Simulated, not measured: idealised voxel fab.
Proc. module: voxel gate over fins
The width of the displayed cross-section, cut, is 155 nm; its cells are square, with a size of 5 nm.
A cross-section is written here as square cells arranged in a grid, and it is given in bands from the top down, each band taking up one or more rows of cells.
For a band, the entry starts with two heights in nm, that of the top and then that of the bottom, and carries on with the band's materials in order from left to right, each alongside its width in nm; the word "throughout" beside a single material means it fills the band edge to edge, and "blank" means empty space.
Height reference: 0 = level under which incoming wafer is all one material. Lowest band: no bottom, runs on downward, e.g. "0 down".
Width "30..40": first value at the band's top row of cells, second value at its bottom row, equal change from row to row.
A step reported as "all unchanged" is a step in which no cell of the cross-section changed.
If an empty space has no open way to the top and is at least 8 cells in size, "Trapped void list" lists it, written width x height at distance, where distance is measured from the left edge and every value is in nm.
after a step's settings: what the simulator itself notes on the step
You can add "overlay nm" to a step's line. For a step with a mask, it describes how far the mask lay to the right of its planned position, and a negative number describes a lay to the left.

-- Planned process steps
1,op RECEIVE | material Si
2,op CONFORMAL_DEP | material SiN | thk nm 10
3,op PATTERN | tone cover | mask id FINS | material resist | width nm 15 | pitch nm 55 | thk nm 15 | overlay nm 0
4,op DIRECTIONAL_ETCH | etch materials SiN | depth nm 10
5,op DIRECTIONAL_ETCH | etch materials Si | depth nm 30
6,op STRIP | etch materials resist
7,op FILL_DEP | material SiO2 | thk nm 15
8,op CMP | height nm 10
9,op DIRECTIONAL_DEP | material aC | thk nm 15
10,op PATTERN | tone open | mask id RAIL | material resist | width nm 15 | thk nm 30 | overlay nm 0
11,op DIRECTIONAL_ETCH | etch materials aC | depth nm 15
12,op STRIP | etch materials resist
13,op DIRECTIONAL_ETCH | etch materials SiO2 | depth nm 35
14,op STRIP | etch materials aC
15,op CONFORMAL_DEP | material TiN | thk nm 5
16,op FILL_DEP | material Ru | thk nm 5
17,op CMP | height nm 10
18,op SELECTIVE_ETCH | etch materials W Ru TiN | depth nm 30
19,op FILL_DEP | material SiO2 | thk nm 5
20,op CMP | height nm 10
21,op SELECTIVE_ETCH | etch materials SiO2 | depth nm 20
22,op STRIP | etch materials SiN
23,op CONFORMAL_DEP | material HfO2 | thk nm 5
24,op CONFORMAL_DEP | material TiN | thk nm 5
25,op FILL_DEP | material W | thk nm 15
26,op CMP | height nm 20
27,op CONFORMAL_DEP | material SiN | thk nm 10

-- As-received state of the wafer in cross-section, equivalent to post-step 1
	0 down: Si throughout
	Trapped void list: none

-- End-of-module cross-section of the first of two wafers, processed as planned
	30 to 20: SiN throughout
	20 to 10: W throughout
	10 to 5: W: 5; TiN: 35; W: 20; TiN: 35; W: 20; TiN: 35; W: 5
	5 to 0: W: 5; TiN: 5; HfO2: 25; TiN: 5; W: 20; TiN: 5; HfO2: 25; TiN: 5; W: 20; TiN: 5; HfO2: 25; TiN: 5; W: 5
	0 to -5: TiN: 10; HfO2: 5; Si: 15; HfO2: 5; TiN: 30; HfO2: 5; Si: 15; HfO2: 5; TiN: 30; HfO2: 5; Si: 15; HfO2: 5; TiN: 10
	-5 to -10: HfO2: 15; Si: 15; HfO2: 40; Si: 15; HfO2: 40; Si: 15; HfO2: 15
	-10 to -20: SiO2: 15; Si: 15; SiO2: 40; Si: 15; SiO2: 40; Si: 15; SiO2: 15
	-20 to -25: SiO2: 15; Si: 15; SiO2: 10; TiN: 15; SiO2: 15; Si: 15; SiO2: 40; Si: 15; SiO2: 15
	-25 to -30: SiO2: 15; Si: 15; SiO2: 40; Si: 15; SiO2: 40; Si: 15; SiO2: 15
	-30 down: Si throughout
	Trapped void list: none

-- Cross-section, wafer two of two, end of module: same start and plan as wafer one, one error in execution
	30 to 20: SiN throughout
	20 to 10: W throughout
	10 to 5: W: 5; TiN: 35; W: 20; TiN: 35; W: 20; TiN: 35; W: 5
	5 to 0: W: 5; TiN: 5; HfO2: 25; TiN: 5; W: 20; TiN: 5; HfO2: 25; TiN: 5; W: 20; TiN: 5; HfO2: 25; TiN: 5; W: 5
	0 to -5: TiN: 10; HfO2: 5; Si: 15; HfO2: 5; TiN: 30; HfO2: 5; Si: 15; HfO2: 5; TiN: 30; HfO2: 5; Si: 15; HfO2: 5; TiN: 10
	-5 to -10: HfO2: 15; Si: 15; HfO2: 40; Si: 15; HfO2: 40; Si: 15; HfO2: 15
	-10 to -20: SiO2: 15; Si: 15; SiO2: 40; Si: 15; SiO2: 40; Si: 15; SiO2: 15
	-20 to -25: SiO2: 15; Si: 15; SiO2: 10; TiN: 20; SiO2: 10; Si: 15; SiO2: 40; Si: 15; SiO2: 15
	-25 to -30: SiO2: 15; Si: 15; SiO2: 40; Si: 15; SiO2: 40; Si: 15; SiO2: 15
	-30 down: Si throughout
	Trapped void list: none
Finding, execution versus plan: step 10 went in with a setting other than planned; the actual run was op PATTERN | tone open | mask id RAIL | material resist | width nm 20 | thk nm 30 | overlay nm 0
End of process, cell counts, second wafer against first, materials with more or fewer: SiO2 -1; TiN +1
